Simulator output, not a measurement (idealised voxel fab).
The following process module bears the name voxel self aligned contacts.
Displayed cross-section: cut, width of 195 nm, square cells sized 5 nm.
Heads up, the way a cross-section reads in here is a grid of square cells, handed over as bands from the top down, with every band being one or more rows of cells. In this notation a band is specified by the heights of its top and bottom, in that order and in nm, after which its materials appear from left to right, each paired with its width in nm. The word "full width" attached to a single material means that material fills the band from edge to edge; the word "empty" stands for empty space. Heights from 0 (as-received wafer is one material below). Bottom band endless downward, as "0..down". Note: "30 to 40" means the width goes from the first number (top row of the band) to the second number (bottom row) in equal steps per row of cells. It should be understood that the words "stayed the same", when stated for a given step, signify that the cross-section underwent no change in any of its cells during that step. "Fully sealed voids" enumerates empty spaces isolated from the top, with no open way to it, that contain at least 8 cells, giving each as width x height at distance from the left edge, all three in nm. Read whatever lies past the settings on a step's line as the simulator's own remark about the step. overlay nm: for a step with a mask, the amount by which the mask lay right of where it was planned; a negative amount means left of it.
## The planned process steps are enumerated hereunder
1. RECEIVE with material Si
2. CONFORMAL_DEP with material SiO2, thk nm 5
3. DIRECTIONAL_DEP with material polySi, thk nm 25
4. DIRECTIONAL_DEP with material SiN, thk nm 25
5. DIRECTIONAL_DEP with material aC, thk nm 15
6. PATTERN with tone cover, mask id GATE, material resist, width nm 25, pitch nm 65, thk nm 35, overlay nm 0
7. DIRECTIONAL_ETCH with etch materials aC, depth nm 15
8. STRIP with etch materials resist
9. DIRECTIONAL_ETCH with etch materials SiN, depth nm 25
10. DIRECTIONAL_ETCH with etch materials polySi, depth nm 25
11. STRIP with etch materials aC
12. CONFORMAL_DEP with material SiN, thk nm 10
13. DIRECTIONAL_ETCH with etch materials SiN, depth nm 10
14. FILL_DEP with material SiO2, thk nm 15
15. CMP with height nm 60
16. MASKED_ETCH with tone open, mask id CONTACT, width nm 50, etch materials SiO2, depth nm 60, overlay nm 0
17. CONFORMAL_DEP with material TiN, thk nm 5
18. FILL_DEP with material Ru, thk nm 5
19. CMP with height nm 60
20. CONFORMAL_DEP with material SiN, thk nm 5
## The first of the two wafers, which ran as planned
## Step 1 complete: cross-section of the wafer as received
- 0..down  Si full width
- Fully sealed voids: none
## Step 2 done - wafer cross-section
- 5..0  SiO2 full width
- No changes below 0.
## Step 3 done - wafer cross-section
- 30..5  polySi full width
- No changes below 5.
## Step 4 done - wafer cross-section
- 55..30  SiN full width
- No changes below 30.
## Step 5 done - wafer cross-section
- 70..55  aC full width
- No changes below 55.
## Step 6 done - wafer cross-section
- 105..70  empty (50) / resist (25) / empty (40) / resist (25) / empty (55)
- No changes below 70.
## Step 7 done - wafer cross-section
- 90..70  empty (50) / resist (25) / empty (40) / resist (25) / empty (55)
- 70..55  empty (50) / aC (25) / empty (40) / aC (25) / empty (55)
- No changes below 55.
## Step 8 done - wafer cross-section
- 70..55  empty (50) / aC (25) / empty (40) / aC (25) / empty (55)
- No changes below 55.
## Step 9 done - wafer cross-section
- 70..55  empty (50) / aC (25) / empty (40) / aC (25) / empty (55)
- 55..30  empty (50) / SiN (25) / empty (40) / SiN (25) / empty (55)
- No changes below 30.
## Step 10 done - wafer cross-section
- 70..55  empty (50) / aC (25) / empty (40) / aC (25) / empty (55)
- 55..30  empty (50) / SiN (25) / empty (40) / SiN (25) / empty (55)
- 30..5  empty (50) / polySi (25) / empty (40) / polySi (25) / empty (55)
- No changes below 5.
## Step 11 done - wafer cross-section
- 55..30  empty (50) / SiN (25) / empty (40) / SiN (25) / empty (55)
- No changes below 30.
## Step 12 done - wafer cross-section
- 65..30  empty (40) / SiN (45) / empty (20) / SiN (45) / empty (45)
- 30..15  empty (40) / SiN (10) / polySi (25) / SiN (10) / empty (20) / SiN (10) / polySi (25) / SiN (10) / empty (45)
- 15..5  SiN (50) / polySi (25) / SiN (40) / polySi (25) / SiN (55)
- No changes below 5.
## Step 13 done - wafer cross-section
- 55..30  empty (40) / SiN (45) / empty (20) / SiN (45) / empty (45)
- 30..5  empty (40) / SiN (10) / polySi (25) / SiN (10) / empty (20) / SiN (10) / polySi (25) / SiN (10) / empty (45)
- No changes below 5.
## Step 14 done - wafer cross-section
- 70..55  SiO2 full width
- 55..30  SiO2 (40) / SiN (45) / SiO2 (20) / SiN (45) / SiO2 (45)
- 30..5  SiO2 (40) / SiN (10) / polySi (25) / SiN (10) / SiO2 (20) / SiN (10) / polySi (25) / SiN (10) / SiO2 (45)
- No changes below 5.
## Step 15 done - wafer cross-section
- 60..55  SiO2 full width
- No changes below 55.
## Step 16 done - wafer cross-section
- 60..55  SiO2 (70) / empty (50) / SiO2 (75)
- 55..30  SiO2 (40) / SiN (45) / empty (20) / SiN (45) / SiO2 (45)
- 30..5  SiO2 (40) / SiN (10) / polySi (25) / SiN (10) / empty (20) / SiN (10) / polySi (25) / SiN (10) / SiO2 (45)
- 5..0  SiO2 (85) / empty (20) / SiO2 (90)
- No changes below 0.
## Step 17 done - wafer cross-section
- 65..60  TiN (75) / empty (40) / TiN (80)
- 60..55  SiO2 (70) / TiN (20) / empty (10) / TiN (20) / SiO2 (75)
- 55..30  SiO2 (40) / SiN (45) / TiN (5) / empty (10) / TiN (5) / SiN (45) / SiO2 (45)
- 30..5  SiO2 (40) / SiN (10) / polySi (25) / SiN (10) / TiN (5) / empty (10) / TiN (5) / SiN (10) / polySi (25) / SiN (10) / SiO2 (45)
- 5..0  SiO2 (85) / TiN (20) / SiO2 (90)
- No changes below 0.
## Step 18 done - wafer cross-section
- 70..65  Ru full width
- 65..60  TiN (75) / Ru (40) / TiN (80)
- 60..55  SiO2 (70) / TiN (20) / Ru (10) / TiN (20) / SiO2 (75)
- 55..30  SiO2 (40) / SiN (45) / TiN (5) / Ru (10) / TiN (5) / SiN (45) / SiO2 (45)
- 30..5  SiO2 (40) / SiN (10) / polySi (25) / SiN (10) / TiN (5) / Ru (10) / TiN (5) / SiN (10) / polySi (25) / SiN (10) / SiO2 (45)
- No changes below 5.
## Step 19 done - wafer cross-section
- 60..55  SiO2 (70) / TiN (20) / Ru (10) / TiN (20) / SiO2 (75)
- No changes below 55.
## Step 20 done - wafer cross-section
- 65..60  SiN full width
- No changes below 60.
## Wafer two. Identical start, identical plan. One mistake in execution. Identical history through step 2
## Second wafer at the planned finish of step 3, seen in cross-section
- 30..5  SiN full width
- No changes below 5.
## Second wafer at the planned finish of step 4, seen in cross-section
- 55..30  polySi full width
- No changes below 30.
## Second wafer at the planned finish of step 5, seen in cross-section
- 70..55  aC full width
- No changes below 55.
## Second wafer at the planned finish of step 6, seen in cross-section
- 105..70  empty (50) / resist (25) / empty (40) / resist (25) / empty (55)
- No changes below 70.
## Second wafer at the planned finish of step 7, seen in cross-section
- 90..70  empty (50) / resist (25) / empty (40) / resist (25) / empty (55)
- 70..55  empty (50) / aC (25) / empty (40) / aC (25) / empty (55)
- No changes below 55.
## Second wafer at the planned finish of step 8, seen in cross-section
- 70..55  empty (50) / aC (25) / empty (40) / aC (25) / empty (55)
- No changes below 55.
Second wafer at the planned finish of step 9, seen in cross-section: stayed the same
## Second wafer at the planned finish of step 10, seen in cross-section
- 70..55  empty (50) / aC (25) / empty (40) / aC (25) / empty (55)
- 55..30  empty (50) / polySi (25) / empty (40) / polySi (25) / empty (55)
- No changes below 30.
## Second wafer at the planned finish of step 11, seen in cross-section
- 55..30  empty (50) / polySi (25) / empty (40) / polySi (25) / empty (55)
- No changes below 30.
## Second wafer at the planned finish of step 12, seen in cross-section
- 65..55  empty (40) / SiN (45) / empty (20) / SiN (45) / empty (45)
- 55..40  empty (40) / SiN (10) / polySi (25) / SiN (10) / empty (20) / SiN (10) / polySi (25) / SiN (10) / empty (45)
- 40..30  SiN (50) / polySi (25) / SiN (40) / polySi (25) / SiN (55)
- No changes below 30.
## Second wafer at the planned finish of step 13, seen in cross-section
- 55..30  empty (40) / SiN (10) / polySi (25) / SiN (10) / empty (20) / SiN (10) / polySi (25) / SiN (10) / empty (45)
- No changes below 30.
## Second wafer at the planned finish of step 14, seen in cross-section
- 70..55  SiO2 full width
- 55..30  SiO2 (40) / SiN (10) / polySi (25) / SiN (10) / SiO2 (20) / SiN (10) / polySi (25) / SiN (10) / SiO2 (45)
- No changes below 30.
## Second wafer at the planned finish of step 15, seen in cross-section
- 60..55  SiO2 full width
- No changes below 55.
## Second wafer at the planned finish of step 16, seen in cross-section
- 60..55  SiO2 (70) / empty (50) / SiO2 (75)
- 55..30  SiO2 (40) / SiN (10) / polySi (25) / SiN (10) / empty (20) / SiN (10) / polySi (25) / SiN (10) / SiO2 (45)
- No changes below 30.
## Second wafer at the planned finish of step 17, seen in cross-section
- 65..60  TiN (75) / empty (40) / TiN (80)
- 60..55  SiO2 (70) / TiN (20) / empty (10) / TiN (20) / SiO2 (75)
- 55..35  SiO2 (40) / SiN (10) / polySi (25) / SiN (10) / TiN (5) / empty (10) / TiN (5) / SiN (10) / polySi (25) / SiN (10) / SiO2 (45)
- 35..30  SiO2 (40) / SiN (10) / polySi (25) / SiN (10) / TiN (20) / SiN (10) / polySi (25) / SiN (10) / SiO2 (45)
- No changes below 30.
## Second wafer at the planned finish of step 18, seen in cross-section
- 70..65  Ru full width
- 65..60  TiN (75) / Ru (40) / TiN (80)
- 60..55  SiO2 (70) / TiN (20) / Ru (10) / TiN (20) / SiO2 (75)
- 55..35  SiO2 (40) / SiN (10) / polySi (25) / SiN (10) / TiN (5) / Ru (10) / TiN (5) / SiN (10) / polySi (25) / SiN (10) / SiO2 (45)
- No changes below 35.
## Second wafer at the planned finish of step 19, seen in cross-section
- 60..55  SiO2 (70) / TiN (20) / Ru (10) / TiN (20) / SiO2 (75)
- No changes below 55.
## Second wafer at the planned finish of step 20, seen in cross-section
- 65..60  SiN full width
- No changes below 60.
Error vs. plan: note: step 3 <-> step 4, run order reversed vs plan
Final cells, second wafer relative to first, materials higher or lower: 12 fewer of Ru | 105 more of SiN | 81 fewer of SiO2 | 12 fewer of TiN
